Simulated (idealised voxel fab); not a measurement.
process module | voxel released beams
cross-section cut | 210 nm wide | cells 5 nm
A cross-section is a grid of square cells, given in bands from the top down. A band is one or more rows of cells.
Each band's line starts with the height of the band's top and of its bottom, in nm. Then come its materials from left to right, each with its width in nm. One material with "throughout" fills the band from edge to edge. "air" is empty space.
Height 0 is the level under which the wafer as received is all one material. The lowest band goes on downwards, as in "0 down".
A width such as "30 to 40" changes by the same amount from each row of cells to the next, from the band's top row to its bottom row.
"no change" after a step means that no cell of the cross-section changed.
closed voids: empty space of 8 cells or more with no open way to the top, each as width x height at its distance from the left edge, in nm
after a step's settings: what the simulator itself notes on the step
overlay nm, on a step with a mask: how far to the right of its planned place the mask lay; to the left if negative
plan
1 op RECEIVE | material Si
2 op CONFORMAL_DEP | material Al2O3 | thk nm 5
3 op DIRECTIONAL_DEP | material SiO2 | thk nm 20
4 op DIRECTIONAL_DEP | material aC | thk nm 10
5 op PATTERN | tone open | mask id ANCHOR | material resist | width nm 35 | thk nm 25 | overlay nm 0
6 op DIRECTIONAL_ETCH | etch materials aC | depth nm 10
7 op STRIP | etch materials resist
8 op DIRECTIONAL_ETCH | etch materials SiO2 | depth nm 20
9 op STRIP | etch materials aC
10 op CONFORMAL_DEP | material W | thk nm 10
11 op MASKED_ETCH | tone cover | mask id BEAM | width nm 80 | etch materials W | depth nm 10 | overlay nm 0
12 op STRIP | etch materials SiO2
as received, after step 1
  0 down: Si throughout
  closed voids: none
first wafer at the end, as planned
  35 to 25: air 60 | W 15 | air 15 | W 50 | air 70
  25 to 15: air 65 | W 10 | air 15 | W 10 | air 110
  15 to 5: air 65 | W 35 | air 110
  5 to 0: Al2O3 throughout
  0 down: Si throughout
  closed voids: none
second wafer at the end: like start, like plan, one mistake
  30 to 20: air 60 | W 15 | air 15 | W 50 | air 70
  20 to 10: air 65 | W 10 | air 15 | W 10 | air 110
  10 to 0: air 65 | W 35 | air 110
  0 down: Si throughout
  closed voids: none
what went wrong: step 2 was left out
at the end the second wafer has, in cells: 42 fewer of Al2O3
